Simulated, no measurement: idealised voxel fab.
The process module that follows is named voxel self aligned vias.
We display cut, a cross-section 200 nm in width whose square cells are each 5 nm.
How to read a cross-section here: the picture is a grid of square cells, written as bands going from the top down, and any band can span one or more rows of cells.
Band: top height; bottom height; in nm. Then, left to right: material with width in nm, for each material. "full width": a single material spanning edge to edge. "blank": empty space.
All heights in this document are referenced to 0, defined as the level beneath which the wafer, as received, consists entirely of one material. The lowest band is not bounded below; it extends indefinitely downward and is written in the form "top 0, no bottom".
Width: "30 to 40" (first number = top row, second number = bottom row, same change from row to row of cells).
"nothing different" -> step changed no cross-section cell.
"Closed void roster": empty spaces of 8 cells or more with no open way to the top, each given as width x height at distance, distance from the left edge, all in nm.
On a step's line, text after the settings is the simulator commenting on that step.
Among the settings permitted on a step's line is "overlay nm"; applied to a step with a mask, it specifies the extent to which the mask lay to the right of its planned position, whereas a negative figure signifies a position to the left.
LISTED BELOW ARE THE PROCESS STEPS AS PLANNED
- 1: RECEIVE, material Si
- 2: CONFORMAL_DEP, material SiO2, thk nm 10
- 3: CONFORMAL_DEP, material SiCN, thk nm 5
- 4: DIRECTIONAL_DEP, material SiO2, thk nm 30
- 5: PATTERN, tone open, mask id LINES, material resist, width nm 30, pitch nm 70, thk nm 15, overlay nm 0
- 6: DIRECTIONAL_ETCH, etch materials SiO2, depth nm 30
- 7: STRIP, etch materials resist
- 8: CONFORMAL_DEP, material TiN, thk nm 5
- 9: FILL_DEP, material Ru, thk nm 10
- 10: CMP, height nm 45
- 11: SELECTIVE_ETCH, etch materials W Ru TiN, depth nm 5
- 12: FILL_DEP, material SiN, thk nm 5
- 13: CMP, height nm 45
- 14: DIRECTIONAL_DEP, material SiO2, thk nm 20
- 15: PATTERN, tone open, mask id VIAS, material resist, width nm 50, pitch nm 70, thk nm 15, overlay nm 0
- 16: DIRECTIONAL_ETCH, etch materials SiO2, depth nm 20
- 17: DIRECTIONAL_ETCH, etch materials SiN, depth nm 5
- 18: STRIP, etch materials resist
- 19: CONFORMAL_DEP, material TiN, thk nm 5
- 20: FILL_DEP, material W, thk nm 5
- 21: CMP, height nm 65
- 22: CONFORMAL_DEP, material SiCN, thk nm 5
DELIVERED WAFER IN CROSS-SECTION: STATE AFTER STEP 1
	top 0, no bottom = Si full width
	Closed void roster: none
WAFER CROSS-SECTION AT MODULE END: FIRST OF TWO, RUN TO PLAN
	top 70, bottom 65 = SiCN full width
	top 65, bottom 50 = SiO2 40 nm, then TiN 5 nm, then W 40 nm, then TiN 5 nm, then SiO2 20 nm, then TiN 5 nm, then W 40 nm, then TiN 5 nm, then SiO2 40 nm
	top 50, bottom 45 = SiO2 40 nm, then TiN 15 nm, then W 20 nm, then TiN 15 nm, then SiO2 20 nm, then TiN 15 nm, then W 20 nm, then TiN 15 nm, then SiO2 40 nm
	top 45, bottom 40 = SiO2 50 nm, then TiN 30 nm, then SiO2 40 nm, then TiN 30 nm, then SiO2 50 nm
	top 40, bottom 20 = SiO2 50 nm, then TiN 5 nm, then Ru 20 nm, then TiN 5 nm, then SiO2 40 nm, then TiN 5 nm, then Ru 20 nm, then TiN 5 nm, then SiO2 50 nm
	top 20, bottom 15 = SiO2 50 nm, then TiN 30 nm, then SiO2 40 nm, then TiN 30 nm, then SiO2 50 nm
	top 15, bottom 10 = SiCN full width
	top 10, bottom 0 = SiO2 full width
	top 0, no bottom = Si full width
	Closed void roster: none
HERE IS THE SECOND OF THE TWO WAFERS CUT OPEN AT THE END OF THE MODULE - SAME START, SAME PLAN AS THE FIRST ONE, BUT WE MADE ONE MISTAKE RUNNING IT
	top 70, bottom 65 = SiCN full width
	top 65, bottom 50 = SiO2 40 nm, then TiN 5 nm, then W 40 nm, then TiN 5 nm, then SiO2 20 nm, then TiN 5 nm, then W 40 nm, then TiN 5 nm, then SiO2 40 nm
	top 50, bottom 45 = SiO2 40 nm, then TiN 50 nm, then SiO2 20 nm, then TiN 50 nm, then SiO2 40 nm
	top 45, bottom 40 = SiN 40 nm, then TiN 10 nm, then SiO2 30 nm, then TiN 10 nm, then SiN 20 nm, then TiN 10 nm, then SiO2 30 nm, then TiN 10 nm, then SiN 40 nm
	top 40, bottom 20 = Ru 45 nm, then TiN 5 nm, then SiO2 30 nm, then TiN 5 nm, then Ru 30 nm, then TiN 5 nm, then SiO2 30 nm, then TiN 5 nm, then Ru 45 nm
	top 20, bottom 15 = TiN 50 nm, then SiO2 30 nm, then TiN 40 nm, then SiO2 30 nm, then TiN 50 nm
	top 15, bottom 10 = SiCN full width
	top 10, bottom 0 = SiO2 full width
	top 0, no bottom = Si full width
	Closed void roster: none
Short version of what went wrong: off-plan run, step 5, actual operation and settings PATTERN, tone cover, mask id LINES, material resist, width nm 30, pitch nm 70, thk nm 15, overlay nm 0
at the end the second wafer has, in cells: Ru +64; SiN +20; SiO2 -96; TiN +20; W -8
